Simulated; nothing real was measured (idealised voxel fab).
process module | voxel transistor to metal
cross-section cut | 150 nm wide | cells 5 nm
A cross-section is a grid of square cells, given in bands from the top down. A band is one or more rows of cells.
Each band's line starts with the height of the band's top and of its bottom, in nm. Then come its materials from left to right, each with its width in nm. One material with "throughout" fills the band from edge to edge. "air" is empty space.
Height 0 is the level under which the wafer as received is all one material. The lowest band goes on downwards, as in "0 down".
A width such as "30 to 40" changes by the same amount from each row of cells to the next, from the band's top row to its bottom row.
"no change" after a step means that no cell of the cross-section changed.
closed voids: empty space of 8 cells or more with no open way to the top, each as width x height at its distance from the left edge, in nm
after a step's settings: what the simulator itself notes on the step
overlay nm, on a step with a mask: how far to the right of its planned place the mask lay; to the left if negative
Each pair below shows a cross-section before one step and the cross-section after it, down to the lowest band that changed. The line under each pair gives the step between them, with its settings. The pairs can come from different runs of this module on the same starting wafer, so a pair continues from the pair above only where its "before" says so.
before
  25 to 15: air 55 | SiO2 5 | SiCN 30 | SiO2 5 | air 55
  15 to 5: air 55 | SiO2 5 | polySi 30 | SiO2 5 | air 55
  5 to -5: SiO2 15 | air 40 | SiO2 5 | polySi 30 | SiO2 5 | air 40 | SiO2 15
  -5 to -10: SiO2 15 | air 5 | SiO2 110 | air 5 | SiO2 15
  -10 to -15: SiO2 30 | Si 90 | SiO2 30
  -15 to -30: SiO2 25 | Si 100 | SiO2 25
  -30 down: Si throughout
  closed voids: none
after
  30 to 25: air 50 | SiN 50 | air 50
  25 to 15: air 50 | SiN 5 | SiO2 5 | SiCN 30 | SiO2 5 | SiN 5 | air 50
  15 to 10: air 50 | SiN 5 | SiO2 5 | polySi 30 | SiO2 5 | SiN 5 | air 50
  10 to 5: SiN 20 | air 30 | SiN 5 | SiO2 5 | polySi 30 | SiO2 5 | SiN 5 | air 30 | SiN 20
  5 to 0: SiO2 15 | SiN 5 | air 30 | SiN 5 | SiO2 5 | polySi 30 | SiO2 5 | SiN 5 | air 30 | SiN 5 | SiO2 15
  0 to -5: SiO2 15 | SiN 40 | SiO2 5 | polySi 30 | SiO2 5 | SiN 40 | SiO2 15
  -5 to -10: SiO2 15 | SiN 5 | SiO2 110 | SiN 5 | SiO2 15
  below -10: unchanged
  closed voids: none
the step between: op CONFORMAL_DEP | material SiN | thk nm 5
before: the cross-section after the pair above
after
  25 to 15: air 50 | SiN 5 | SiO2 5 | SiCN 30 | SiO2 5 | SiN 5 | air 50
  15 to 5: air 50 | SiN 5 | SiO2 5 | polySi 30 | SiO2 5 | SiN 5 | air 50
  5 to -5: SiO2 15 | SiN 5 | air 30 | SiN 5 | SiO2 5 | polySi 30 | SiO2 5 | SiN 5 | air 30 | SiN 5 | SiO2 15
  below -5: unchanged
  closed voids: none
the step between: op DIRECTIONAL_ETCH | etch materials SiN | depth nm 5
before: the cross-section after the pair above
after
  25 to 20: air 50 | SiN 5 | air 5 | SiCN 30 | air 5 | SiN 5 | air 50
  20 to 15: air 50 | SiN 5 | SiO2 5 | SiCN 30 | SiO2 5 | SiN 5 | air 50
  15 to 5: air 50 | SiN 5 | SiO2 5 | polySi 30 | SiO2 5 | SiN 5 | air 50
  5 to 0: air 15 | SiN 5 | air 30 | SiN 5 | SiO2 5 | polySi 30 | SiO2 5 | SiN 5 | air 30 | SiN 5 | air 15
  0 to -5: SiO2 15 | SiN 5 | air 30 | SiN 5 | SiO2 5 | polySi 30 | SiO2 5 | SiN 5 | air 30 | SiN 5 | SiO2 15
  -5 to -10: SiO2 15 | SiN 5 | air 30 | SiO2 50 | air 30 | SiN 5 | SiO2 15
  below -10: unchanged
  closed voids: none
the step between: op DIRECTIONAL_ETCH | etch materials SiO2 | depth nm 5
before: the cross-section after the pair above
after
  25 to 20: air 50 | SiN 5 | air 5 | SiCN 30 | air 5 | SiN 5 | air 50
  20 to 15: air 50 | SiN 5 | SiO2 5 | SiCN 30 | SiO2 5 | SiN 5 | air 50
  15 to 5: air 50 | SiN 5 | SiO2 5 | polySi 30 | SiO2 5 | SiN 5 | air 50
  5 to 0: air 15 | SiN 5 | air 30 | SiN 5 | SiO2 5 | polySi 30 | SiO2 5 | SiN 5 | air 30 | SiN 5 | air 15
  0 to -5: SiO2 15 | SiN 5 | air 30 | SiN 5 | SiO2 5 | polySi 30 | SiO2 5 | SiN 5 | air 30 | SiN 5 | SiO2 15
  -5 to -10: SiO2 15 | SiN 5 | air 30 | SiO2 50 | air 30 | SiN 5 | SiO2 15
  -10 to -15: SiO2 30 | air 20 | Si 50 | air 20 | SiO2 30
  -15 to -25: SiO2 25 | Si 5 | air 20 | Si 50 | air 20 | Si 5 | SiO2 25
  below -25: unchanged
  closed voids: none
the step between: op DIRECTIONAL_ETCH | etch materials Si | depth nm 15
before: the cross-section after the pair above
after
  25 to 20: air 50 | SiN 5 | air 5 | SiCN 30 | air 5 | SiN 5 | air 50
  20 to 15: air 50 | SiN 5 | SiO2 5 | SiCN 30 | SiO2 5 | SiN 5 | air 50
  15 to 5: air 50 | SiN 5 | SiO2 5 | polySi 30 | SiO2 5 | SiN 5 | air 50
  5 to 0: air 15 | SiN 5 | air 15 | SiGe 15 | SiN 5 | SiO2 5 | polySi 30 | SiO2 5 | SiN 5 | SiGe 15 | air 15 | SiN 5 | air 15
  0 to -5: SiO2 15 | SiN 5 | SiGe 30 | SiN 5 | SiO2 5 | polySi 30 | SiO2 5 | SiN 5 | SiGe 30 | SiN 5 | SiO2 15
  -5 to -10: SiO2 15 | SiN 5 | SiGe 30 | SiO2 50 | SiGe 30 | SiN 5 | SiO2 15
  -10 to -15: SiO2 30 | SiGe 20 | Si 50 | SiGe 20 | SiO2 30
  -15 to -25: SiO2 25 | Si 5 | SiGe 20 | Si 50 | SiGe 20 | Si 5 | SiO2 25
  below -25: unchanged
  closed voids: none
the step between: op EPI | material SiGe | thk nm 15
before: the cross-section after the pair above
after
  30 to 25: SiO2 throughout
  25 to 15: SiO2 50 | SiN 5 | SiO2 5 | SiCN 30 | SiO2 5 | SiN 5 | SiO2 50
  15 to 5: SiO2 50 | SiN 5 | SiO2 5 | polySi 30 | SiO2 5 | SiN 5 | SiO2 50
  5 to 0: SiO2 15 | SiN 5 | SiO2 15 | SiGe 15 | SiN 5 | SiO2 5 | polySi 30 | SiO2 5 | SiN 5 | SiGe 15 | SiO2 15 | SiN 5 | SiO2 15
  below 0: unchanged
  closed voids: none
the step between: op FILL_DEP | material SiO2 | thk nm 5
before: the cross-section after the pair above
after
  15 to 5: SiO2 50 | SiN 5 | SiO2 5 | polySi 30 | SiO2 5 | SiN 5 | SiO2 50
  below 5: unchanged
  closed voids: none
the step between: op CMP | height nm 15
before: the cross-section after the pair above
after
  15 to 5: SiO2 50 | SiN 5 | SiO2 5 | air 30 | SiO2 5 | SiN 5 | SiO2 50
  5 to 0: SiO2 15 | SiN 5 | SiO2 15 | SiGe 15 | SiN 5 | SiO2 5 | air 30 | SiO2 5 | SiN 5 | SiGe 15 | SiO2 15 | SiN 5 | SiO2 15
  0 to -5: SiO2 15 | SiN 5 | SiGe 30 | SiN 5 | SiO2 5 | air 30 | SiO2 5 | SiN 5 | SiGe 30 | SiN 5 | SiO2 15
  below -5: unchanged
  closed voids: none
the step between: op STRIP | etch materials polySi
before: the cross-section after the pair above
after
  15 to 10: air 50 | SiN 5 | air 40 | SiN 5 | air 50
  10 to 5: SiO2 50 | SiN 5 | air 40 | SiN 5 | SiO2 50
  5 to 0: SiO2 15 | SiN 5 | SiO2 15 | SiGe 15 | SiN 5 | air 40 | SiN 5 | SiGe 15 | SiO2 15 | SiN 5 | SiO2 15
  0 to -5: SiO2 15 | SiN 5 | SiGe 30 | SiN 5 | air 40 | SiN 5 | SiGe 30 | SiN 5 | SiO2 15
  -5 to -10: SiO2 15 | SiN 5 | SiGe 30 | SiO2 5 | air 40 | SiO2 5 | SiGe 30 | SiN 5 | SiO2 15
  below -10: unchanged
  closed voids: none
the step between: op SELECTIVE_ETCH | etch materials SiO2 | depth nm 5
before: the cross-section after the pair above
after
  20 to 15: air 45 | HfO2 15 | air 30 | HfO2 15 | air 45
  15 to 10: HfO2 50 | SiN 5 | HfO2 5 | air 30 | HfO2 5 | SiN 5 | HfO2 50
  10 to 5: SiO2 50 | SiN 5 | HfO2 5 | air 30 | HfO2 5 | SiN 5 | SiO2 50
  5 to 0: SiO2 15 | SiN 5 | SiO2 15 | SiGe 15 | SiN 5 | HfO2 5 | air 30 | HfO2 5 | SiN 5 | SiGe 15 | SiO2 15 | SiN 5 | SiO2 15
  0 to -5: SiO2 15 | SiN 5 | SiGe 30 | SiN 5 | HfO2 5 | air 30 | HfO2 5 | SiN 5 | SiGe 30 | SiN 5 | SiO2 15
  -5 to -10: SiO2 15 | SiN 5 | SiGe 30 | SiO2 5 | HfO2 40 | SiO2 5 | SiGe 30 | SiN 5 | SiO2 15
  below -10: unchanged
  closed voids: none
the step between: op CONFORMAL_DEP | material HfO2 | thk nm 5
before: the cross-section after the pair above
after
  25 to 20: air 40 | TiN 25 | air 20 | TiN 25 | air 40
  20 to 15: TiN 45 | HfO2 15 | TiN 5 | air 20 | TiN 5 | HfO2 15 | TiN 45
  15 to 10: HfO2 50 | SiN 5 | HfO2 5 | TiN 5 | air 20 | TiN 5 | HfO2 5 | SiN 5 | HfO2 50
  10 to 5: SiO2 50 | SiN 5 | HfO2 5 | TiN 5 | air 20 | TiN 5 | HfO2 5 | SiN 5 | SiO2 50
  5 to 0: SiO2 15 | SiN 5 | SiO2 15 | SiGe 15 | SiN 5 | HfO2 5 | TiN 5 | air 20 | TiN 5 | HfO2 5 | SiN 5 | SiGe 15 | SiO2 15 | SiN 5 | SiO2 15
  0 to -5: SiO2 15 | SiN 5 | SiGe 30 | SiN 5 | HfO2 5 | TiN 30 | HfO2 5 | SiN 5 | SiGe 30 | SiN 5 | SiO2 15
  below -5: unchanged
  closed voids: none
the step between: op CONFORMAL_DEP | material TiN | thk nm 5
before: the cross-section after the pair above
after
  30 to 25: W throughout
  25 to 20: W 40 | TiN 25 | W 20 | TiN 25 | W 40
  20 to 15: TiN 45 | HfO2 15 | TiN 5 | W 20 | TiN 5 | HfO2 15 | TiN 45
  15 to 10: HfO2 50 | SiN 5 | HfO2 5 | TiN 5 | W 20 | TiN 5 | HfO2 5 | SiN 5 | HfO2 50
  10 to 5: SiO2 50 | SiN 5 | HfO2 5 | TiN 5 | W 20 | TiN 5 | HfO2 5 | SiN 5 | SiO2 50
  5 to 0: SiO2 15 | SiN 5 | SiO2 15 | SiGe 15 | SiN 5 | HfO2 5 | TiN 5 | W 20 | TiN 5 | HfO2 5 | SiN 5 | SiGe 15 | SiO2 15 | SiN 5 | SiO2 15
  below 0: unchanged
  closed voids: none
the step between: op FILL_DEP | material W | thk nm 5
before: the cross-section after the pair above
after
  10 to 5: SiO2 50 | SiN 5 | HfO2 5 | TiN 5 | W 20 | TiN 5 | HfO2 5 | SiN 5 | SiO2 50
  below 5: unchanged
  closed voids: none
the step between: op CMP | height nm 10
before: the cross-section after the pair above
after
  25 to 10: SiO2 throughout
  below 10: unchanged
  closed voids: none
the step between: op DIRECTIONAL_DEP | material SiO2 | thk nm 15
before: the cross-section after the pair above
after
  45 to 25: resist 25 | air 15 | resist 70 | air 15 | resist 25
  below 25: unchanged
  closed voids: none
the step between: op PATTERN | tone open | mask id CONTACT | material resist | width nm 15 | pitch nm 85 | thk nm 20 | overlay nm 0
before: the cross-section after the pair above
after
  45 to 25: resist 25 | air 15 | resist 70 | air 15 | resist 25
  25 to 10: SiO2 25 | air 15 | SiO2 70 | air 15 | SiO2 25
  10 to 5: SiO2 25 | air 15 | SiO2 10 | SiN 5 | HfO2 5 | TiN 5 | W 20 | TiN 5 | HfO2 5 | SiN 5 | SiO2 10 | air 15 | SiO2 25
  5 to 0: SiO2 15 | SiN 5 | SiO2 5 | air 10 | SiGe 15 | SiN 5 | HfO2 5 | TiN 5 | W 20 | TiN 5 | HfO2 5 | SiN 5 | SiGe 15 | air 10 | SiO2 5 | SiN 5 | SiO2 15
  below 0: unchanged
  closed voids: none
the step between: op DIRECTIONAL_ETCH | etch materials SiO2 | depth nm 35
before: the cross-section after the pair above
after
  25 to 10: SiO2 25 | air 15 | SiO2 70 | air 15 | SiO2 25
  below 10: unchanged
  closed voids: none
the step between: op STRIP | etch materials resist
before: the cross-section after the pair above
after
  30 to 25: TiN 30 | air 5 | TiN 80 | air 5 | TiN 30
  25 to 10: SiO2 25 | TiN 5 | air 5 | TiN 5 | SiO2 70 | TiN 5 | air 5 | TiN 5 | SiO2 25
  10 to 5: SiO2 25 | TiN 15 | SiO2 10 | SiN 5 | HfO2 5 | TiN 5 | W 20 | TiN 5 | HfO2 5 | SiN 5 | SiO2 10 | TiN 15 | SiO2 25
  5 to 0: SiO2 15 | SiN 5 | SiO2 5 | TiN 10 | SiGe 15 | SiN 5 | HfO2 5 | TiN 5 | W 20 | TiN 5 | HfO2 5 | SiN 5 | SiGe 15 | TiN 10 | SiO2 5 | SiN 5 | SiO2 15
  below 0: unchanged
  closed voids: none
the step between: op CONFORMAL_DEP | material TiN | thk nm 5
before: the cross-section after the pair above
after
  40 to 30: W throughout
  30 to 25: TiN 30 | W 5 | TiN 80 | W 5 | TiN 30
  25 to 10: SiO2 25 | TiN 5 | W 5 | TiN 5 | SiO2 70 | TiN 5 | W 5 | TiN 5 | SiO2 25
  below 10: unchanged
  closed voids: none
the step between: op FILL_DEP | material W | thk nm 10
before: the cross-section after the pair above
after
  25 to 10: SiO2 25 | TiN 5 | W 5 | TiN 5 | SiO2 70 | TiN 5 | W 5 | TiN 5 | SiO2 25
  below 10: unchanged
  closed voids: none
the step between: op CMP | height nm 25
before: the cross-section after the pair above
after
  30 to 25: SiN throughout
  below 25: unchanged
  closed voids: none
the step between: op CONFORMAL_DEP | material SiN | thk nm 5
before: the cross-section after the pair above
after
  55 to 30: SiO2 throughout
  below 30: unchanged
  closed voids: none
the step between: op DIRECTIONAL_DEP | material SiO2 | thk nm 25
before: the cross-section after the pair above
after
  70 to 55: resist 25 | air 15 | resist 70 | air 15 | resist 25
  below 55: unchanged
  closed voids: none
the step between: op PATTERN | tone open | mask id METAL_1 | material resist | width nm 15 | pitch nm 85 | thk nm 15 | overlay nm 0
before: the cross-section after the pair above
after
  70 to 55: resist 25 | air 15 | resist 70 | air 15 | resist 25
  55 to 30: SiO2 25 | air 15 | SiO2 70 | air 15 | SiO2 25
  below 30: unchanged
  closed voids: none
the step between: op DIRECTIONAL_ETCH | etch materials SiO2 | depth nm 25
before: the cross-section after the pair above
after
  70 to 55: resist 25 | air 15 | resist 70 | air 15 | resist 25
  55 to 30: SiO2 25 | air 15 | SiO2 70 | air 15 | SiO2 25
  30 to 25: SiN 25 | air 15 | SiN 70 | air 15 | SiN 25
  below 25: unchanged
  closed voids: none
the step between: op DIRECTIONAL_ETCH | etch materials SiN | depth nm 5
before: the cross-section after the pair above
after
  55 to 30: SiO2 25 | air 15 | SiO2 70 | air 15 | SiO2 25
  below 30: unchanged
  closed voids: none
the step between: op STRIP | etch materials resist
before: the cross-section after the pair above
after
  60 to 55: TiN 30 | air 5 | TiN 80 | air 5 | TiN 30
  55 to 30: SiO2 25 | TiN 5 | air 5 | TiN 5 | SiO2 70 | TiN 5 | air 5 | TiN 5 | SiO2 25
  30 to 25: SiN 25 | TiN 15 | SiN 70 | TiN 15 | SiN 25
  below 25: unchanged
  closed voids: none
the step between: op CONFORMAL_DEP | material TiN | thk nm 5
before: the cross-section after the pair above
after
  70 to 60: Cu throughout
  60 to 55: TiN 30 | Cu 5 | TiN 80 | Cu 5 | TiN 30
  55 to 30: SiO2 25 | TiN 5 | Cu 5 | TiN 5 | SiO2 70 | TiN 5 | Cu 5 | TiN 5 | SiO2 25
  below 30: unchanged
  closed voids: none
the step between: op FILL_DEP | material Cu | thk nm 10
before: the cross-section after the pair above
after
  55 to 30: SiO2 25 | TiN 5 | Cu 5 | TiN 5 | SiO2 70 | TiN 5 | Cu 5 | TiN 5 | SiO2 25
  below 30: unchanged
  closed voids: none
the step between: op CMP | height nm 55
before: the cross-section after the pair above
after
  60 to 55: air 20 | Ru 25 | air 60 | Ru 25 | air 20
  below 55: unchanged
  closed voids: none
the step between: op EPI | material Ru | thk nm 5
before: the cross-section after the pair above
after
  65 to 60: SiCN throughout
  60 to 55: SiCN 20 | Ru 25 | SiCN 60 | Ru 25 | SiCN 20
  below 55: unchanged
  closed voids: none
the step between: op FILL_DEP | material SiCN | thk nm 5
before: the cross-section after the pair above
after
  100 to 65: lowk throughout
  below 65: unchanged
  closed voids: none
the step between: op DIRECTIONAL_DEP | material lowk | thk nm 35
before: the cross-section after the pair above
after
  110 to 100: aC throughout
  below 100: unchanged
  closed voids: none
the step between: op DIRECTIONAL_DEP | material aC | thk nm 10
before: the cross-section after the pair above
after
  135 to 110: resist 25 | air 15 | resist 70 | air 15 | resist 25
  below 110: unchanged
  closed voids: none
the step between: op PATTERN | tone open | mask id METAL_2 | material resist | width nm 15 | pitch nm 85 | thk nm 25 | overlay nm 0
before: the cross-section after the pair above
after
  125 to 110: resist 25 | air 15 | resist 70 | air 15 | resist 25
  110 to 100: aC 25 | air 15 | aC 70 | air 15 | aC 25
  below 100: unchanged
  closed voids: none
the step between: op DIRECTIONAL_ETCH | etch materials aC | depth nm 10
before: the cross-section after the pair above
after
  110 to 100: aC 25 | air 15 | aC 70 | air 15 | aC 25
  below 100: unchanged
  closed voids: none
the step between: op STRIP | etch materials resist
before: the cross-section after the pair above
after
  110 to 100: aC 25 | air 15 | aC 70 | air 15 | aC 25
  100 to 80: lowk 25 | air 15 | lowk 70 | air 15 | lowk 25
  below 80: unchanged
  closed voids: none
the step between: op DIRECTIONAL_ETCH | etch materials lowk | depth nm 20
before: the cross-section after the pair above
after
  100 to 80: lowk 25 | air 15 | lowk 70 | air 15 | lowk 25
  below 80: unchanged
  closed voids: none
the step between: op STRIP | etch materials aC
before: the cross-section after the pair above
after
  115 to 100: aC 25 | air 15 | aC 70 | air 15 | aC 25
  100 to 95: lowk 25 | air 15 | lowk 70 | air 15 | lowk 25
  95 to 80: lowk 25 | aC 15 | lowk 70 | aC 15 | lowk 25
  below 80: unchanged
  closed voids: none
the step between: op DIRECTIONAL_DEP | material aC | thk nm 15
before: the cross-section after the pair above
after
  150 to 115: resist 25 | air 15 | resist 70 | air 15 | resist 25
  below 115: unchanged
  closed voids: none
the step between: op PATTERN | tone open | mask id METAL_2_HOLES | material resist | width nm 15 | pitch nm 85 | thk nm 35 | overlay nm 0
before: the cross-section after the pair above
after
  135 to 115: resist 25 | air 15 | resist 70 | air 15 | resist 25
  115 to 100: aC 25 | air 15 | aC 70 | air 15 | aC 25
  100 to 80: lowk 25 | air 15 | lowk 70 | air 15 | lowk 25
  below 80: unchanged
  closed voids: none
the step between: op DIRECTIONAL_ETCH | etch materials aC | depth nm 15
before: the cross-section after the pair above
after
  115 to 100: aC 25 | air 15 | aC 70 | air 15 | aC 25
  below 100: unchanged
  closed voids: none
the step between: op STRIP | etch materials resist
before: the cross-section after the pair above
after
  115 to 100: aC 25 | air 15 | aC 70 | air 15 | aC 25
  100 to 65: lowk 25 | air 15 | lowk 70 | air 15 | lowk 25
  below 65: unchanged
  closed voids: none
the step between: op DIRECTIONAL_ETCH | etch materials lowk | depth nm 15
before: the cross-section after the pair above
after
  115 to 100: aC 25 | air 15 | aC 70 | air 15 | aC 25
  100 to 65: lowk 25 | air 15 | lowk 70 | air 15 | lowk 25
  65 to 60: SiCN 25 | air 15 | SiCN 70 | air 15 | SiCN 25
  below 60: unchanged
  closed voids: none
the step between: op DIRECTIONAL_ETCH | etch materials SiCN | depth nm 5
before: the cross-section after the pair above
after
  100 to 65: lowk 25 | air 15 | lowk 70 | air 15 | lowk 25
  below 65: unchanged
  closed voids: none
the step between: op STRIP | etch materials aC
before: the cross-section after the pair above
after
  105 to 100: TiN 30 | air 5 | TiN 80 | air 5 | TiN 30
  100 to 65: lowk 25 | TiN 5 | air 5 | TiN 5 | lowk 70 | TiN 5 | air 5 | TiN 5 | lowk 25
  65 to 60: SiCN 25 | TiN 15 | SiCN 70 | TiN 15 | SiCN 25
  below 60: unchanged
  closed voids: none
the step between: op CONFORMAL_DEP | material TiN | thk nm 5
before: the cross-section after the pair above
after
  110 to 105: Cu throughout
  105 to 100: TiN 30 | Cu 5 | TiN 80 | Cu 5 | TiN 30
  100 to 65: lowk 25 | TiN 5 | Cu 5 | TiN 5 | lowk 70 | TiN 5 | Cu 5 | TiN 5 | lowk 25
  below 65: unchanged
  closed voids: none
the step between: op FILL_DEP | material Cu | thk nm 5
before: the cross-section after the pair above
after
  100 to 65: lowk 25 | TiN 5 | Cu 5 | TiN 5 | lowk 70 | TiN 5 | Cu 5 | TiN 5 | lowk 25
  below 65: unchanged
  closed voids: none
the step between: op CMP | height nm 100
before: the cross-section after the pair above
after
  105 to 100: SiCN throughout
  below 100: unchanged
  closed voids: none
the step between: op CONFORMAL_DEP | material SiCN | thk nm 5
before
  30 to 25: W throughout
  25 to 20: W 40 | TiN 25 | W 20 | TiN 25 | W 40
  20 to 15: TiN 45 | HfO2 15 | TiN 5 | W 20 | TiN 5 | HfO2 15 | TiN 45
  15 to 10: HfO2 50 | SiN 5 | HfO2 5 | TiN 5 | W 20 | TiN 5 | HfO2 5 | SiN 5 | HfO2 50
  10 to 5: SiO2 50 | SiN 5 | HfO2 5 | TiN 5 | W 20 | TiN 5 | HfO2 5 | SiN 5 | SiO2 50
  5 to 0: SiO2 20 | SiN 5 | SiO2 10 | SiGe 15 | SiN 5 | HfO2 5 | TiN 5 | W 20 | TiN 5 | HfO2 5 | SiN 5 | SiGe 15 | SiO2 10 | SiN 5 | SiO2 20
  0 to -5: SiO2 20 | SiN 5 | SiO2 10 | SiGe 15 | SiN 5 | HfO2 5 | TiN 30 | HfO2 5 | SiN 5 | SiGe 15 | SiO2 10 | SiN 5 | SiO2 20
  -5 to -10: SiO2 35 | SiGe 15 | SiO2 5 | HfO2 40 | SiO2 5 | SiGe 15 | SiO2 35
  -10 to -25: SiO2 25 | SiGe 25 | Si 50 | SiGe 25 | SiO2 25
  -25 to -30: SiO2 25 | Si 100 | SiO2 25
  -30 down: Si throughout
  closed voids: none
after
  20 to 15: TiN 45 | HfO2 15 | TiN 5 | W 20 | TiN 5 | HfO2 15 | TiN 45
  below 15: unchanged
  closed voids: none
the step between: op CMP | height nm 20
before: the cross-section after the pair above
after
  35 to 20: SiO2 throughout
  below 20: unchanged
  closed voids: none
the step between: op DIRECTIONAL_DEP | material SiO2 | thk nm 15
before: the cross-section after the pair above
after
  55 to 35: resist 25 | air 15 | resist 70 | air 15 | resist 25
  below 35: unchanged
  closed voids: none
the step between: op PATTERN | tone open | mask id CONTACT | material resist | width nm 15 | pitch nm 85 | thk nm 20 | overlay nm 0
before: the cross-section after the pair above
after
  55 to 35: resist 25 | air 15 | resist 70 | air 15 | resist 25
  35 to 20: SiO2 25 | air 15 | SiO2 70 | air 15 | SiO2 25
  below 20: unchanged
  closed voids: none
the step between: op DIRECTIONAL_ETCH | etch materials SiO2 | depth nm 35
before: the cross-section after the pair above
after
  35 to 20: SiO2 25 | air 15 | SiO2 70 | air 15 | SiO2 25
  below 20: unchanged
  closed voids: none
the step between: op STRIP | etch materials resist
before: the cross-section after the pair above
after
  40 to 35: TiN 30 | air 5 | TiN 80 | air 5 | TiN 30
  35 to 25: SiO2 25 | TiN 5 | air 5 | TiN 5 | SiO2 70 | TiN 5 | air 5 | TiN 5 | SiO2 25
  25 to 20: SiO2 25 | TiN 15 | SiO2 70 | TiN 15 | SiO2 25
  below 20: unchanged
  closed voids: none
the step between: op CONFORMAL_DEP | material TiN | thk nm 5
before: the cross-section after the pair above
after
  50 to 40: W throughout
  40 to 35: TiN 30 | W 5 | TiN 80 | W 5 | TiN 30
  35 to 25: SiO2 25 | TiN 5 | W 5 | TiN 5 | SiO2 70 | TiN 5 | W 5 | TiN 5 | SiO2 25
  below 25: unchanged
  closed voids: none
the step between: op FILL_DEP | material W | thk nm 10
before: the cross-section after the pair above
after
  25 to 20: SiO2 25 | TiN 15 | SiO2 70 | TiN 15 | SiO2 25
  below 20: unchanged
  closed voids: none
the step between: op CMP | height nm 25
before: the cross-section after the pair above
after
  30 to 25: SiN throughout
  below 25: unchanged
  closed voids: none
the step between: op CONFORMAL_DEP | material SiN | thk nm 5
before: the cross-section after the pair above
after
  55 to 30: SiO2 throughout
  below 30: unchanged
  closed voids: none
the step between: op DIRECTIONAL_DEP | material SiO2 | thk nm 25
before: the cross-section after the pair above
after
  70 to 55: resist 25 | air 15 | resist 70 | air 15 | resist 25
  below 55: unchanged
  closed voids: none
the step between: op PATTERN | tone open | mask id METAL_1 | material resist | width nm 15 | pitch nm 85 | thk nm 15 | overlay nm 0
before: the cross-section after the pair above
after
  70 to 55: resist 25 | air 15 | resist 70 | air 15 | resist 25
  55 to 30: SiO2 25 | air 15 | SiO2 70 | air 15 | SiO2 25
  below 30: unchanged
  closed voids: none
the step between: op DIRECTIONAL_ETCH | etch materials SiO2 | depth nm 25
before: the cross-section after the pair above
after
  70 to 55: resist 25 | air 15 | resist 70 | air 15 | resist 25
  55 to 30: SiO2 25 | air 15 | SiO2 70 | air 15 | SiO2 25
  30 to 25: SiN 25 | air 15 | SiN 70 | air 15 | SiN 25
  below 25: unchanged
  closed voids: none
the step between: op DIRECTIONAL_ETCH | etch materials SiN | depth nm 5
before: the cross-section after the pair above
after
  55 to 30: SiO2 25 | air 15 | SiO2 70 | air 15 | SiO2 25
  below 30: unchanged
  closed voids: none
the step between: op STRIP | etch materials resist
before: the cross-section after the pair above
after
  60 to 55: TiN 30 | air 5 | TiN 80 | air 5 | TiN 30
  55 to 30: SiO2 25 | TiN 5 | air 5 | TiN 5 | SiO2 70 | TiN 5 | air 5 | TiN 5 | SiO2 25
  30 to 25: SiN 25 | TiN 15 | SiN 70 | TiN 15 | SiN 25
  below 25: unchanged
  closed voids: none
the step between: op CONFORMAL_DEP | material TiN | thk nm 5
before: the cross-section after the pair above
after
  70 to 60: Cu throughout
  60 to 55: TiN 30 | Cu 5 | TiN 80 | Cu 5 | TiN 30
  55 to 30: SiO2 25 | TiN 5 | Cu 5 | TiN 5 | SiO2 70 | TiN 5 | Cu 5 | TiN 5 | SiO2 25
  below 30: unchanged
  closed voids: none
the step between: op FILL_DEP | material Cu | thk nm 10
before: the cross-section after the pair above
after
  55 to 30: SiO2 25 | TiN 5 | Cu 5 | TiN 5 | SiO2 70 | TiN 5 | Cu 5 | TiN 5 | SiO2 25
  below 30: unchanged
  closed voids: none
the step between: op CMP | height nm 55
before: the cross-section after the pair above
after
  60 to 55: air 20 | Ru 25 | air 60 | Ru 25 | air 20
  below 55: unchanged
  closed voids: none
the step between: op EPI | material Ru | thk nm 5
before: the cross-section after the pair above
after
  65 to 60: SiCN throughout
  60 to 55: SiCN 20 | Ru 25 | SiCN 60 | Ru 25 | SiCN 20
  below 55: unchanged
  closed voids: none
the step between: op FILL_DEP | material SiCN | thk nm 5
before: the cross-section after the pair above
after
  100 to 65: lowk throughout
  below 65: unchanged
  closed voids: none
the step between: op DIRECTIONAL_DEP | material lowk | thk nm 35
before: the cross-section after the pair above
after
  110 to 100: aC throughout
  below 100: unchanged
  closed voids: none
the step between: op DIRECTIONAL_DEP | material aC | thk nm 10
before: the cross-section after the pair above
after
  135 to 110: resist 25 | air 15 | resist 70 | air 15 | resist 25
  below 110: unchanged
  closed voids: none
the step between: op PATTERN | tone open | mask id METAL_2 | material resist | width nm 15 | pitch nm 85 | thk nm 25 | overlay nm 0
before: the cross-section after the pair above
after
  125 to 110: resist 25 | air 15 | resist 70 | air 15 | resist 25
  110 to 100: aC 25 | air 15 | aC 70 | air 15 | aC 25
  below 100: unchanged
  closed voids: none
the step between: op DIRECTIONAL_ETCH | etch materials aC | depth nm 10
before: the cross-section after the pair above
after
  110 to 100: aC 25 | air 15 | aC 70 | air 15 | aC 25
  below 100: unchanged
  closed voids: none
the step between: op STRIP | etch materials resist
before: the cross-section after the pair above
after
  110 to 100: aC 25 | air 15 | aC 70 | air 15 | aC 25
  100 to 80: lowk 25 | air 15 | lowk 70 | air 15 | lowk 25
  below 80: unchanged
  closed voids: none
the step between: op DIRECTIONAL_ETCH | etch materials lowk | depth nm 20
before: the cross-section after the pair above
after
  100 to 80: lowk 25 | air 15 | lowk 70 | air 15 | lowk 25
  below 80: unchanged
  closed voids: none
the step between: op STRIP | etch materials aC
before: the cross-section after the pair above
after
  115 to 100: aC 25 | air 15 | aC 70 | air 15 | aC 25
  100 to 95: lowk 25 | air 15 | lowk 70 | air 15 | lowk 25
  95 to 80: lowk 25 | aC 15 | lowk 70 | aC 15 | lowk 25
  below 80: unchanged
  closed voids: none
the step between: op DIRECTIONAL_DEP | material aC | thk nm 15
before: the cross-section after the pair above
after
  150 to 115: resist 25 | air 15 | resist 70 | air 15 | resist 25
  below 115: unchanged
  closed voids: none
the step between: op PATTERN | tone open | mask id METAL_2_HOLES | material resist | width nm 15 | pitch nm 85 | thk nm 35 | overlay nm 0
before: the cross-section after the pair above
after
  135 to 115: resist 25 | air 15 | resist 70 | air 15 | resist 25
  115 to 100: aC 25 | air 15 | aC 70 | air 15 | aC 25
  100 to 80: lowk 25 | air 15 | lowk 70 | air 15 | lowk 25
  below 80: unchanged
  closed voids: none
the step between: op DIRECTIONAL_ETCH | etch materials aC | depth nm 15
before: the cross-section after the pair above
after
  115 to 100: aC 25 | air 15 | aC 70 | air 15 | aC 25
  below 100: unchanged
  closed voids: none
the step between: op STRIP | etch materials resist
before: the cross-section after the pair above
after
  115 to 100: aC 25 | air 15 | aC 70 | air 15 | aC 25
  100 to 65: lowk 25 | air 15 | lowk 70 | air 15 | lowk 25
  below 65: unchanged
  closed voids: none
the step between: op DIRECTIONAL_ETCH | etch materials lowk | depth nm 15
before: the cross-section after the pair above
after
  115 to 100: aC 25 | air 15 | aC 70 | air 15 | aC 25
  100 to 65: lowk 25 | air 15 | lowk 70 | air 15 | lowk 25
  65 to 60: SiCN 25 | air 15 | SiCN 70 | air 15 | SiCN 25
  below 60: unchanged
  closed voids: none
the step between: op DIRECTIONAL_ETCH | etch materials SiCN | depth nm 5
